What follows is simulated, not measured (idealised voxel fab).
The process module that follows is named voxel air gaps.
The cross-section shown here is cut; it is 140 nm wide and divided into square cells measuring 5 nm on a side.
If you're reading a cross-section in this doc, picture square cells in a grid; it comes to you as bands, top ones listed first down to the bottom, and a band can be one or more rows of cells.
Each band's line starts with the height of the band's top and of its bottom, in nm. Then come its materials from left to right, each with its width in nm. One material with "edge to edge" fills the band from edge to edge. "air" is empty space.
Height datum 0, below which the as-received substrate wafer is one material. Lowest band open at the bottom, running downward: "0 down".
Per-row width for "30->40": begins at first number (top row of band), ends at second number (bottom row), increment between rows held constant.
Any step labelled "same as before" changed none of the cells in the cross-section.
Look at "Closed-off voids" for the closed voids: empty spaces with no open path to the top, sized 8 cells or up. Each is width x height at distance, distance from the left edge, all nm.
Note: text after step settings on the step line = simulator remark on that step.
overlay nm: where the mask lay relative to plan, measured to the right, on steps with a mask; negatives go left.

# Process steps - plan
1: RECEIVE (material Si)
2: CONFORMAL_DEP (material SiO2; thk nm 15)
3: CONFORMAL_DEP (material SiN; thk nm 5)
4: DIRECTIONAL_DEP (material SiO2; thk nm 40)
5: DIRECTIONAL_DEP (material aC; thk nm 10)
6: PATTERN (tone open; mask id LINES; material resist; width nm 15; pitch nm 40; thk nm 25; overlay nm 0)
7: DIRECTIONAL_ETCH (etch materials aC; depth nm 10)
8: STRIP (etch materials resist)
9: DIRECTIONAL_ETCH (etch materials SiO2; depth nm 40)
10: STRIP (etch materials aC)
11: CONFORMAL_DEP (material TiN; thk nm 5)
12: FILL_DEP (material Ru; thk nm 5)
13: CMP (height nm 60)
14: EPI (material Ru; thk nm 10)
15: SELECTIVE_ETCH (etch materials SiO2; depth nm 50)
16: CONFORMAL_DEP (material SiCN; thk nm 5)

# Received-state cross-section, reflecting completion of step 1
> 0 down  Si edge to edge
> Closed-off voids: none

# Module complete - cross-section of the first of two wafers, run according to plan
> 75 to 70  air: 5 | SiCN: 125 | air: 10
> 70 to 60  air: 5 | SiCN: 5 | Ru: 35 | SiCN: 5 | Ru: 35 | SiCN: 5 | Ru: 35 | SiCN: 5 | air: 10
> 60 to 55  air: 5 | SiCN: 15 | TiN: 5 | Ru: 5 | TiN: 5 | SiCN: 25 | TiN: 5 | Ru: 5 | TiN: 5 | SiCN: 25 | TiN: 5 | Ru: 5 | TiN: 5 | SiCN: 15 | air: 10
> 55 to 25  air: 15 | SiCN: 5 | TiN: 5 | Ru: 5 | TiN: 5 | SiCN: 5 | air: 15 | SiCN: 5 | TiN: 5 | Ru: 5 | TiN: 5 | SiCN: 5 | air: 15 | SiCN: 5 | TiN: 5 | Ru: 5 | TiN: 5 | SiCN: 5 | air: 20
> 25 to 20  SiCN: 20 | TiN: 15 | SiCN: 25 | TiN: 15 | SiCN: 25 | TiN: 15 | SiCN: 25
> 20 to 15  SiN edge to edge
> 15 to 0  SiO2 edge to edge
> 0 down  Si edge to edge
> Closed-off voids: 15 x 30 at 40; 15 x 30 at 80

# Second wafer of the two, sectioned at the end of the module. It began like the first and followed the same plan, but one mistake was made while running it
> 75 to 70  air: 10 | SiCN: 125 | air: 5
> 70 to 60  air: 10 | SiCN: 5 | Ru: 35 | SiCN: 5 | Ru: 35 | SiCN: 5 | Ru: 35 | SiCN: 5 | air: 5
> 60 to 55  air: 10 | SiCN: 15 | TiN: 5 | Ru: 5 | TiN: 5 | SiCN: 25 | TiN: 5 | Ru: 5 | TiN: 5 | SiCN: 25 | TiN: 5 | Ru: 5 | TiN: 5 | SiCN: 15 | air: 5
> 55 to 25  air: 20 | SiCN: 5 | TiN: 5 | Ru: 5 | TiN: 5 | SiCN: 5 | air: 15 | SiCN: 5 | TiN: 5 | Ru: 5 | TiN: 5 | SiCN: 5 | air: 15 | SiCN: 5 | TiN: 5 | Ru: 5 | TiN: 5 | SiCN: 5 | air: 15
> 25 to 20  SiCN: 25 | TiN: 15 | SiCN: 25 | TiN: 15 | SiCN: 25 | TiN: 15 | SiCN: 20
> 20 to 15  SiN edge to edge
> 15 to 0  SiO2 edge to edge
> 0 down  Si edge to edge
> Closed-off voids: 15 x 30 at 45; 15 x 30 at 85
Which mistake was made when the wafer was run? step 6, actual vs plan mismatch, actual run PATTERN (tone open; mask id LINES; material resist; width nm 15; pitch nm 40; thk nm 25; overlay nm 5)
at the end the second wafer has, in cells: as many of each material as the first, in other places
